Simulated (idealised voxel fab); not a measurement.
process module | voxel capacitor over wiring
cross-section cut | 200 nm wide | cells 5 nm
A cross-section is a grid of square cells, given in bands from the top down. A band is one or more rows of cells.
Each band's line starts with the height of the band's top and of its bottom, in nm. Then come its materials from left to right, each with its width in nm. One material with "throughout" fills the band from edge to edge. "air" is empty space.
Height 0 is the level under which the wafer as received is all one material. The lowest band goes on downwards, as in "0 down".
A width such as "30 to 40" changes by the same amount from each row of cells to the next, from the band's top row to its bottom row.
"no change" after a step means that no cell of the cross-section changed.
closed voids: empty space of 8 cells or more with no open way to the top, each as width x height at its distance from the left edge, in nm
after a step's settings: what the simulator itself notes on the step
overlay nm, on a step with a mask: how far to the right of its planned place the mask lay; to the left if negative
plan
1 op RECEIVE | material Si
2 op CONFORMAL_DEP | material SiO2 | thk nm 10
3 op DIRECTIONAL_DEP | material TiN | thk nm 5
4 op DIRECTIONAL_DEP | material W | thk nm 15
5 op MASKED_ETCH | tone cover | mask id METAL_1 | width nm 30 | pitch nm 90 | etch materials W | depth nm 15 | overlay nm 0
6 op MASKED_ETCH | tone cover | mask id METAL_1 | width nm 30 | pitch nm 90 | etch materials TiN | depth nm 5 | overlay nm 0
7 op CONFORMAL_DEP | material SiCN | thk nm 5
8 op FILL_DEP | material lowk | thk nm 10
9 op CMP | height nm 30
10 op CONFORMAL_DEP | material SiCN | thk nm 5
11 op DIRECTIONAL_DEP | material lowk | thk nm 10
12 op PATTERN | tone open | mask id PLUG_1 | material resist | width nm 15 | thk nm 15 | overlay nm 0
13 op DIRECTIONAL_ETCH | etch materials lowk | depth nm 10
14 op DIRECTIONAL_ETCH | etch materials SiCN | depth nm 5
15 op STRIP | etch materials resist
16 op EPI | material Ru | thk nm 10
17 op EPI | material Ru | thk nm 5
18 op DIRECTIONAL_DEP | material TiN | thk nm 5
19 op DIRECTIONAL_DEP | material HfO2 | thk nm 5
20 op DIRECTIONAL_DEP | material TiN | thk nm 10
21 op DIRECTIONAL_DEP | material aC | thk nm 10
22 op PATTERN | tone cover | mask id UPPER_PLATE | material resist | width nm 65 | thk nm 25 | overlay nm 0
23 op DIRECTIONAL_ETCH | etch materials aC | depth nm 5
24 op STRIP | etch materials resist
25 op DIRECTIONAL_ETCH | etch materials TiN | depth nm 10
26 op DIRECTIONAL_ETCH | etch materials HfO2 | depth nm 5
27 op STRIP | etch materials aC
28 op PATTERN | tone cover | mask id LOWER_PLATE | material resist | width nm 75 | thk nm 20 | overlay nm 0
29 op DIRECTIONAL_ETCH | etch materials TiN | depth nm 5
30 op STRIP | etch materials resist
31 op FILL_DEP | material SiO2 | thk nm 20
32 op CMP | height nm 80
33 op DIRECTIONAL_DEP | material aC | thk nm 10
34 op PATTERN | tone open | mask id PLUG_2 | material resist | width nm 15 | thk nm 30 | overlay nm 0
35 op DIRECTIONAL_ETCH | etch materials aC | depth nm 10
36 op STRIP | etch materials resist
37 op DIRECTIONAL_ETCH | etch materials SiO2 | depth nm 15
38 op STRIP | etch materials aC
39 op CONFORMAL_DEP | material TiN | thk nm 5
40 op FILL_DEP | material Cu | thk nm 5
41 op CMP | height nm 80
42 op CONFORMAL_DEP | material SiCN | thk nm 5
varied across the wafers: depth nm of step 23. The plan shows the first wafer's value. All wafers start alike
first wafer as received, after step 1
  0 down: Si throughout
  closed voids: none
first wafer at the end, after step 42
  85 to 80: SiCN throughout
  80 to 70: SiO2 65 | TiN 5 | Cu 5 | TiN 5 | SiO2 120
  70 to 60: SiO2 65 to 50 | TiN 15 to 75 | SiO2 120 to 75
  60 to 55: TiN throughout
  55 to 50: HfO2 throughout
  50 to 45: TiN throughout
  45 to 35: lowk 55 | Ru 15 | lowk 130
  35 to 30: SiCN 55 | Ru 15 | SiCN 130
  30 to 15: lowk 35 | SiCN 5 | W 30 | SiCN 5 | lowk 50 | SiCN 5 | W 30 | SiCN 5 | lowk 35
  15 to 10: SiCN 40 | TiN 30 | SiCN 60 | TiN 30 | SiCN 40
  10 to 0: SiO2 throughout
  0 down: Si throughout
  closed voids: none
last wafer at the end
  85 to 80: SiCN throughout
  80 to 70: SiO2 65 | TiN 5 | Cu 5 | TiN 5 | SiO2 120
  70 to 65: SiO2 65 | TiN 15 | SiO2 120
  65 to 55: SiO2 55 | TiN 65 | SiO2 80
  55 to 50: SiO2 55 | HfO2 65 | SiO2 80
  50 to 45: SiO2 50 | TiN 75 | SiO2 75
  45 to 35: lowk 55 | Ru 15 | lowk 130
  35 to 30: SiCN 55 | Ru 15 | SiCN 130
  30 to 15: lowk 35 | SiCN 5 | W 30 | SiCN 5 | lowk 50 | SiCN 5 | W 30 | SiCN 5 | lowk 35
  15 to 10: SiCN 40 | TiN 30 | SiCN 60 | TiN 30 | SiCN 40
  10 to 0: SiO2 throughout
  0 down: Si throughout
  closed voids: none
each wafer at the end: cells of each material gained (+) or lost (-) since it was received, then its closed voids
depth nm 5 | +2 Cu | +40 HfO2 | +9 Ru | +117 SiCN | +216 SiO2 | +114 TiN | +36 W | +146 lowk | closed voids: none
depth nm 10 | +2 Cu | +13 HfO2 | +9 Ru | +117 SiCN | +297 SiO2 | +60 TiN | +36 W | +146 lowk | closed voids: none
depth nm 15 | +2 Cu | +13 HfO2 | +9 Ru | +117 SiCN | +297 SiO2 | +60 TiN | +36 W | +146 lowk | closed voids: none
depth nm 20 | +2 Cu | +13 HfO2 | +9 Ru | +117 SiCN | +297 SiO2 | +60 TiN | +36 W | +146 lowk | closed voids: none
depth nm 25 | +2 Cu | +13 HfO2 | +9 Ru | +117 SiCN | +297 SiO2 | +60 TiN | +36 W | +146 lowk | closed voids: none
